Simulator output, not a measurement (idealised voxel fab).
Title: Process Module voxel transistor to metal
cross-section cut | 210 nm wide | cells 5 nm
In this document a cross-section is written as a grid of square cells. It is given as a series of bands, listed from the top down, and a band is one or more rows of cells.
Read a band's entry like this: the first values are the height of its top and the height of its bottom in nm, and what follows is the sequence of materials from left to right, each with its width in nm. Note that "empty" is empty space, and that a single material marked "throughout" reaches across the band from edge to edge.
Heads up on the height convention: 0 is the point under which the incoming wafer is all one material, and the lowest band has no bottom, it just keeps going down, like "0 -> down".
Note: "30 to 40" means the width goes from the first number (top row of the band) to the second number (bottom row) in equal steps per row of cells.
Where the words "nothing was modified" appear for a step, the cross-section shows no cell changed by that step; every cell remained as before.
If an empty space has no open way to the top and is at least 8 cells in size, "Voids, sealed" lists it, written width x height at distance, where distance is measured from the left edge and every value is in nm.
after a step's settings: what the simulator itself notes on the step
"overlay nm", when on a step's line for a step with a mask, measures how far to the right of its planned place the mask lay; a negative measure means to the left.
These are the steps we planned for the process:
- 1: RECEIVE | material Si
- 2: CONFORMAL_DEP | material SiO2 | thk nm 5
- 3: CONFORMAL_DEP | material SiN | thk nm 15
- 4: PATTERN | tone cover | mask id ACTIVE | material resist | width nm 115 | thk nm 15 | overlay nm 0
- 5: DIRECTIONAL_ETCH | etch materials SiN | depth nm 15
- 6: DIRECTIONAL_ETCH | etch materials SiO2 | depth nm 5
- 7: DIRECTIONAL_ETCH | etch materials Si | depth nm 20
- 8: STRIP | etch materials resist
- 9: FILL_DEP | material SiO2 | thk nm 10
- 10: CMP | height nm 20
- 11: SELECTIVE_ETCH | etch materials SiO2 | depth nm 15
- 12: STRIP | etch materials SiN
- 13: SELECTIVE_ETCH | etch materials SiO2 | depth nm 5
- 14: OXIDIZE | depth nm 5
- 15: DIRECTIONAL_DEP | material polySi | thk nm 25
- 16: DIRECTIONAL_DEP | material SiCN | thk nm 10
- 17: PATTERN | tone cover | mask id GATE | material resist | width nm 25 | thk nm 20 | overlay nm 0
- 18: DIRECTIONAL_ETCH | etch materials SiCN | depth nm 20
- 19: DIRECTIONAL_ETCH | etch materials polySi | depth nm 35
- 20: STRIP | etch materials resist
- 21: CONFORMAL_DEP | material SiO2 | thk nm 5
- 22: DIRECTIONAL_ETCH | etch materials SiO2 | depth nm 5
- 23: CONFORMAL_DEP | material SiN | thk nm 10
- 24: DIRECTIONAL_ETCH | etch materials SiN | depth nm 10
- 25: DIRECTIONAL_ETCH | etch materials SiO2 | depth nm 5
- 26: DIRECTIONAL_ETCH | etch materials Si | depth nm 15
- 27: EPI | material pSi | thk nm 20
- 28: FILL_DEP | material SiO2 | thk nm 10
- 29: CMP | height nm 35
- 30: DIRECTIONAL_DEP | material SiO2 | thk nm 15
- 31: DIRECTIONAL_DEP | material aC | thk nm 15
- 32: PATTERN | tone open | mask id CONTACT | material resist | width nm 30 | pitch nm 65 | thk nm 30 | overlay nm 0
- 33: DIRECTIONAL_ETCH | etch materials aC | depth nm 15
- 34: STRIP | etch materials resist
- 35: DIRECTIONAL_ETCH | etch materials SiO2 | depth nm 35
- 36: STRIP | etch materials aC
- 37: CONFORMAL_DEP | material TiN | thk nm 5
- 38: FILL_DEP | material W | thk nm 10
- 39: CMP | height nm 50
- 40: CONFORMAL_DEP | material SiCN | thk nm 5
- 41: DIRECTIONAL_DEP | material lowk | thk nm 20
- 42: DIRECTIONAL_DEP | material aC | thk nm 10
- 43: PATTERN | tone open | mask id METAL_1 | material resist | width nm 15 | pitch nm 80 | thk nm 30 | overlay nm 0
- 44: DIRECTIONAL_ETCH | etch materials aC | depth nm 10
- 45: STRIP | etch materials resist
- 46: DIRECTIONAL_ETCH | etch materials lowk | depth nm 20
- 47: DIRECTIONAL_ETCH | etch materials SiCN | depth nm 5
- 48: STRIP | etch materials aC
- 49: CONFORMAL_DEP | material TiN | thk nm 5
- 50: FILL_DEP | material W | thk nm 10
- 51: CMP | height nm 75
- 52: EPI | material Ru | thk nm 5
- 53: FILL_DEP | material SiCN | thk nm 5
- 54: DIRECTIONAL_DEP | material SiO2 | thk nm 30
- 55: PATTERN | tone open | mask id METAL_2 | material resist | width nm 15 | pitch nm 80 | thk nm 20 | overlay nm -15
- 56: DIRECTIONAL_ETCH | etch materials SiO2 | depth nm 20
- 57: STRIP | etch materials resist
- 58: MASKED_ETCH | tone open | mask id METAL_2_HOLES | width nm 15 | pitch nm 80 | etch materials SiO2 | depth nm 10 | overlay nm 0
- 59: MASKED_ETCH | tone open | mask id METAL_2_HOLES | width nm 15 | pitch nm 80 | etch materials SiCN | depth nm 5 | overlay nm 0
- 60: CONFORMAL_DEP | material TiN | thk nm 5
- 61: FILL_DEP | material Cu | thk nm 10
- 62: CMP | height nm 115
- 63: CONFORMAL_DEP | material SiN | thk nm 5
Wafer-to-wafer difference: overlay nm, step 55. Common start. Plan = first wafer's value.
Cross-section, first of several wafers, as delivered after step 1:
0 -> down | Si throughout
Voids, sealed: none
Per wafer, end of module: cells gained (+) or lost (-) per material since receipt, then closed voids:
overlay nm -15, +12 Cu, +10 Ru, -135 Si, +120 SiCN, +70 SiN, +566 SiO2, +82 TiN, +40 W, +144 lowk, +74 pSi, +25 polySi, Voids, sealed: none
overlay nm -10, +10 Cu, +10 Ru, -135 Si, +118 SiCN, +70 SiN, +566 SiO2, +86 TiN, +40 W, +144 lowk, +74 pSi, +25 polySi, Voids, sealed: none
overlay nm -5, +8 Cu, +10 Ru, -135 Si, +116 SiCN, +70 SiN, +566 SiO2, +90 TiN, +40 W, +144 lowk, +74 pSi, +25 polySi, Voids, sealed: none
overlay nm 0, +12 Cu, +10 Ru, -135 Si, +114 SiCN, +70 SiN, +566 SiO2, +88 TiN, +40 W, +144 lowk, +74 pSi, +25 polySi, Voids, sealed: none
overlay nm 5, +8 Cu, +10 Ru, -135 Si, +116 SiCN, +70 SiN, +566 SiO2, +90 TiN, +40 W, +144 lowk, +74 pSi, +25 polySi, Voids, sealed: none
overlay nm 10, +10 Cu, +10 Ru, -135 Si, +118 SiCN, +70 SiN, +566 SiO2, +86 TiN, +40 W, +144 lowk, +74 pSi, +25 polySi, Voids, sealed: none
overlay nm 15, +12 Cu, +10 Ru, -135 Si, +120 SiCN, +70 SiN, +566 SiO2, +82 TiN, +40 W, +144 lowk, +74 pSi, +25 polySi, Voids, sealed: none
